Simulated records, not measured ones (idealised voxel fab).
Presented below is a process module, voxel trench capacitor.
For reference, the cross-section in this document is cut, with width 240 nm and square cells of 5 nm.
Cross-section spec: square-cell grid; bands listed top down; each band is one or more rows. Band: top height; bottom height; in nm. Then, left to right: material with width in nm, for each material. "edge to edge": a single material spanning edge to edge. "air": empty space. Zero point of the height axis is 0; under it, received wafer = one material. Lowest band: continues down indefinitely, "0 nm and below". A two-number width, for instance "30->40", indicates that the width is equal to the first number in the top row of the band and to the second number in the bottom row, and that it changes by a constant amount per row of cells. Where the words "no modifications" appear for a step, the cross-section shows no cell changed by that step; every cell remained as before. "Completely enclosed voids" enumerates empty spaces isolated from the top, with no open way to it, that contain at least 8 cells, giving each as width x height at distance from the left edge, all three in nm. Formally, on a step line, whatever follows the settings is a remark that the simulator itself makes on the step. overlay nm: where the mask lay relative to plan, measured to the right, on steps with a mask; negatives go left.
Set out below are the planned steps of the process
step 1: RECEIVE with material Si
step 2: CONFORMAL_DEP with material SiN, thk nm 10
step 3: PATTERN with tone open, mask id TRENCH, material resist, width nm 25, pitch nm 50, thk nm 15, overlay nm 0
step 4: DIRECTIONAL_ETCH with etch materials SiN, depth nm 10
step 5: DIRECTIONAL_ETCH with etch materials Si, depth nm 40
step 6: STRIP with etch materials resist
step 7: CONFORMAL_DEP with material HfO2, thk nm 5
step 8: CONFORMAL_DEP with material TiN, thk nm 5
step 9: FILL_DEP with material W, thk nm 5
step 10: CMP with height nm 10
The first of a set of two wafers, run to plan
Wafer as received: cross-section following step 1
    0 nm and below | Si edge to edge
    Completely enclosed voids: none
Upon completion of step 2, the wafer appears in cross-section as shown
    10 nm to 0 nm | SiN edge to edge
    At heights below 0, the structure remains unaltered.
Upon completion of step 3, the wafer appears in cross-section as shown
    25 nm to 10 nm | 55 of resist / 25 of air / 25 of resist / 25 of air / 25 of resist / 25 of air / 60 of resist
    At heights below 10, the structure remains unaltered.
Upon completion of step 4, the wafer appears in cross-section as shown
    25 nm to 10 nm | 55 of resist / 25 of air / 25 of resist / 25 of air / 25 of resist / 25 of air / 60 of resist
    10 nm to 0 nm | 55 of SiN / 25 of air / 25 of SiN / 25 of air / 25 of SiN / 25 of air / 60 of SiN
    At heights below 0, the structure remains unaltered.
Upon completion of step 5, the wafer appears in cross-section as shown
    25 nm to 10 nm | 55 of resist / 25 of air / 25 of resist / 25 of air / 25 of resist / 25 of air / 60 of resist
    10 nm to 0 nm | 55 of SiN / 25 of air / 25 of SiN / 25 of air / 25 of SiN / 25 of air / 60 of SiN
    0 nm to -40 nm | 55 of Si / 25 of air / 25 of Si / 25 of air / 25 of Si / 25 of air / 60 of Si
    At heights below -40, the structure remains unaltered.
Upon completion of step 6, the wafer appears in cross-section as shown
    10 nm to 0 nm | 55 of SiN / 25 of air / 25 of SiN / 25 of air / 25 of SiN / 25 of air / 60 of SiN
    At heights below 0, the structure remains unaltered.
Upon completion of step 7, the wafer appears in cross-section as shown
    15 nm to 10 nm | 60 of HfO2 / 15 of air / 35 of HfO2 / 15 of air / 35 of HfO2 / 15 of air / 65 of HfO2
    10 nm to 0 nm | 55 of SiN / 5 of HfO2 / 15 of air / 5 of HfO2 / 25 of SiN / 5 of HfO2 / 15 of air / 5 of HfO2 / 25 of SiN / 5 of HfO2 / 15 of air / 5 of HfO2 / 60 of SiN
    0 nm to -35 nm | 55 of Si / 5 of HfO2 / 15 of air / 5 of HfO2 / 25 of Si / 5 of HfO2 / 15 of air / 5 of HfO2 / 25 of Si / 5 of HfO2 / 15 of air / 5 of HfO2 / 60 of Si
    -35 nm to -40 nm | 55 of Si / 25 of HfO2 / 25 of Si / 25 of HfO2 / 25 of Si / 25 of HfO2 / 60 of Si
    At heights below -40, the structure remains unaltered.
Upon completion of step 8, the wafer appears in cross-section as shown
    20 nm to 15 nm | 65 of TiN / 5 of air / 45 of TiN / 5 of air / 45 of TiN / 5 of air / 70 of TiN
    15 nm to 10 nm | 60 of HfO2 / 5 of TiN / 5 of air / 5 of TiN / 35 of HfO2 / 5 of TiN / 5 of air / 5 of TiN / 35 of HfO2 / 5 of TiN / 5 of air / 5 of TiN / 65 of HfO2
    10 nm to 0 nm | 55 of SiN / 5 of HfO2 / 5 of TiN / 5 of air / 5 of TiN / 5 of HfO2 / 25 of SiN / 5 of HfO2 / 5 of TiN / 5 of air / 5 of TiN / 5 of HfO2 / 25 of SiN / 5 of HfO2 / 5 of TiN / 5 of air / 5 of TiN / 5 of HfO2 / 60 of SiN
    0 nm to -30 nm | 55 of Si / 5 of HfO2 / 5 of TiN / 5 of air / 5 of TiN / 5 of HfO2 / 25 of Si / 5 of HfO2 / 5 of TiN / 5 of air / 5 of TiN / 5 of HfO2 / 25 of Si / 5 of HfO2 / 5 of TiN / 5 of air / 5 of TiN / 5 of HfO2 / 60 of Si
    -30 nm to -35 nm | 55 of Si / 5 of HfO2 / 15 of TiN / 5 of HfO2 / 25 of Si / 5 of HfO2 / 15 of TiN / 5 of HfO2 / 25 of Si / 5 of HfO2 / 15 of TiN / 5 of HfO2 / 60 of Si
    At heights below -35, the structure remains unaltered.
Upon completion of step 9, the wafer appears in cross-section as shown
    25 nm to 20 nm | W edge to edge
    20 nm to 15 nm | 65 of TiN / 5 of W / 45 of TiN / 5 of W / 45 of TiN / 5 of W / 70 of TiN
    15 nm to 10 nm | 60 of HfO2 / 5 of TiN / 5 of W / 5 of TiN / 35 of HfO2 / 5 of TiN / 5 of W / 5 of TiN / 35 of HfO2 / 5 of TiN / 5 of W / 5 of TiN / 65 of HfO2
    10 nm to 0 nm | 55 of SiN / 5 of HfO2 / 5 of TiN / 5 of W / 5 of TiN / 5 of HfO2 / 25 of SiN / 5 of HfO2 / 5 of TiN / 5 of W / 5 of TiN / 5 of HfO2 / 25 of SiN / 5 of HfO2 / 5 of TiN / 5 of W / 5 of TiN / 5 of HfO2 / 60 of SiN
    0 nm to -30 nm | 55 of Si / 5 of HfO2 / 5 of TiN / 5 of W / 5 of TiN / 5 of HfO2 / 25 of Si / 5 of HfO2 / 5 of TiN / 5 of W / 5 of TiN / 5 of HfO2 / 25 of Si / 5 of HfO2 / 5 of TiN / 5 of W / 5 of TiN / 5 of HfO2 / 60 of Si
    At heights below -30, the structure remains unaltered.
Upon completion of step 10, the wafer appears in cross-section as shown
    10 nm to 0 nm | 55 of SiN / 5 of HfO2 / 5 of TiN / 5 of W / 5 of TiN / 5 of HfO2 / 25 of SiN / 5 of HfO2 / 5 of TiN / 5 of W / 5 of TiN / 5 of HfO2 / 25 of SiN / 5 of HfO2 / 5 of TiN / 5 of W / 5 of TiN / 5 of HfO2 / 60 of SiN
    At heights below 0, the structure remains unaltered.
Here the second wafer is described. Its start and its plan were those of the first wafer. Its run contained one mistake. Up to and including step 3, it did exactly what the first wafer did
Second wafer, cut view, end of step 4 per plan
    25 nm to 10 nm | 55 of resist / 25 of air / 25 of resist / 25 of air / 25 of resist / 25 of air / 60 of resist
    10 nm to 0 nm | 55 of SiN / 25 of air / 25 of SiN / 25 of air / 25 of SiN / 25 of air / 60 of SiN
    At heights below 0, the structure remains unaltered.
Second wafer, cut view, end of step 5 per plan
    25 nm to 10 nm | 55 of resist / 25 of air / 25 of resist / 25 of air / 25 of resist / 25 of air / 60 of resist
    10 nm to 0 nm | 55 of SiN / 25 of air / 25 of SiN / 25 of air / 25 of SiN / 25 of air / 60 of SiN
    0 nm to -40 nm | 55 of Si / 25 of air / 25 of Si / 25 of air / 25 of Si / 25 of air / 60 of Si
    At heights below -40, the structure remains unaltered.
Second wafer, cut view, end of step 6 per plan
    10 nm to 0 nm | 55 of SiN / 25 of air / 25 of SiN / 25 of air / 25 of SiN / 25 of air / 60 of SiN
    At heights below 0, the structure remains unaltered.
Second wafer, cut view, end of step 7 per plan
    15 nm to 10 nm | 60 of HfO2 / 15 of air / 35 of HfO2 / 15 of air / 35 of HfO2 / 15 of air / 65 of HfO2
    10 nm to 0 nm | 55 of SiN / 5 of HfO2 / 15 of air / 5 of HfO2 / 25 of SiN / 5 of HfO2 / 15 of air / 5 of HfO2 / 25 of SiN / 5 of HfO2 / 15 of air / 5 of HfO2 / 60 of SiN
    0 nm to -35 nm | 55 of Si / 5 of HfO2 / 15 of air / 5 of HfO2 / 25 of Si / 5 of HfO2 / 15 of air / 5 of HfO2 / 25 of Si / 5 of HfO2 / 15 of air / 5 of HfO2 / 60 of Si
    -35 nm to -40 nm | 55 of Si / 25 of HfO2 / 25 of Si / 25 of HfO2 / 25 of Si / 25 of HfO2 / 60 of Si
    At heights below -40, the structure remains unaltered.
Second wafer, cut view, end of step 8 per plan
    20 nm to 15 nm | 65 of TiN / 5 of air / 45 of TiN / 5 of air / 45 of TiN / 5 of air / 70 of TiN
    15 nm to 10 nm | 60 of HfO2 / 5 of TiN / 5 of air / 5 of TiN / 35 of HfO2 / 5 of TiN / 5 of air / 5 of TiN / 35 of HfO2 / 5 of TiN / 5 of air / 5 of TiN / 65 of HfO2
    10 nm to 0 nm | 55 of SiN / 5 of HfO2 / 5 of TiN / 5 of air / 5 of TiN / 5 of HfO2 / 25 of SiN / 5 of HfO2 / 5 of TiN / 5 of air / 5 of TiN / 5 of HfO2 / 25 of SiN / 5 of HfO2 / 5 of TiN / 5 of air / 5 of TiN / 5 of HfO2 / 60 of SiN
    0 nm to -30 nm | 55 of Si / 5 of HfO2 / 5 of TiN / 5 of air / 5 of TiN / 5 of HfO2 / 25 of Si / 5 of HfO2 / 5 of TiN / 5 of air / 5 of TiN / 5 of HfO2 / 25 of Si / 5 of HfO2 / 5 of TiN / 5 of air / 5 of TiN / 5 of HfO2 / 60 of Si
    -30 nm to -35 nm | 55 of Si / 5 of HfO2 / 15 of TiN / 5 of HfO2 / 25 of Si / 5 of HfO2 / 15 of TiN / 5 of HfO2 / 25 of Si / 5 of HfO2 / 15 of TiN / 5 of HfO2 / 60 of Si
    At heights below -35, the structure remains unaltered.
Second wafer, cut view, end of step 9 per plan
    25 nm to 20 nm | W edge to edge
    20 nm to 15 nm | 65 of TiN / 5 of W / 45 of TiN / 5 of W / 45 of TiN / 5 of W / 70 of TiN
    15 nm to 10 nm | 60 of HfO2 / 5 of TiN / 5 of W / 5 of TiN / 35 of HfO2 / 5 of TiN / 5 of W / 5 of TiN / 35 of HfO2 / 5 of TiN / 5 of W / 5 of TiN / 65 of HfO2
    10 nm to 0 nm | 55 of SiN / 5 of HfO2 / 5 of TiN / 5 of W / 5 of TiN / 5 of HfO2 / 25 of SiN / 5 of HfO2 / 5 of TiN / 5 of W / 5 of TiN / 5 of HfO2 / 25 of SiN / 5 of HfO2 / 5 of TiN / 5 of W / 5 of TiN / 5 of HfO2 / 60 of SiN
    0 nm to -30 nm | 55 of Si / 5 of HfO2 / 5 of TiN / 5 of W / 5 of TiN / 5 of HfO2 / 25 of Si / 5 of HfO2 / 5 of TiN / 5 of W / 5 of TiN / 5 of HfO2 / 25 of Si / 5 of HfO2 / 5 of TiN / 5 of W / 5 of TiN / 5 of HfO2 / 60 of Si
    At heights below -30, the structure remains unaltered.
Second wafer, cut view, end of step 10 per plan
    10 nm to 0 nm | 55 of SiN / 5 of HfO2 / 5 of TiN / 5 of W / 5 of TiN / 5 of HfO2 / 25 of SiN / 5 of HfO2 / 5 of TiN / 5 of W / 5 of TiN / 5 of HfO2 / 25 of SiN / 5 of HfO2 / 5 of TiN / 5 of W / 5 of TiN / 5 of HfO2 / 60 of SiN
    At heights below 0, the structure remains unaltered.
Processing error: step 4 of the plan was performed twice
Result: same final cross-section on the two wafers, so no effect from the mistake in this model.
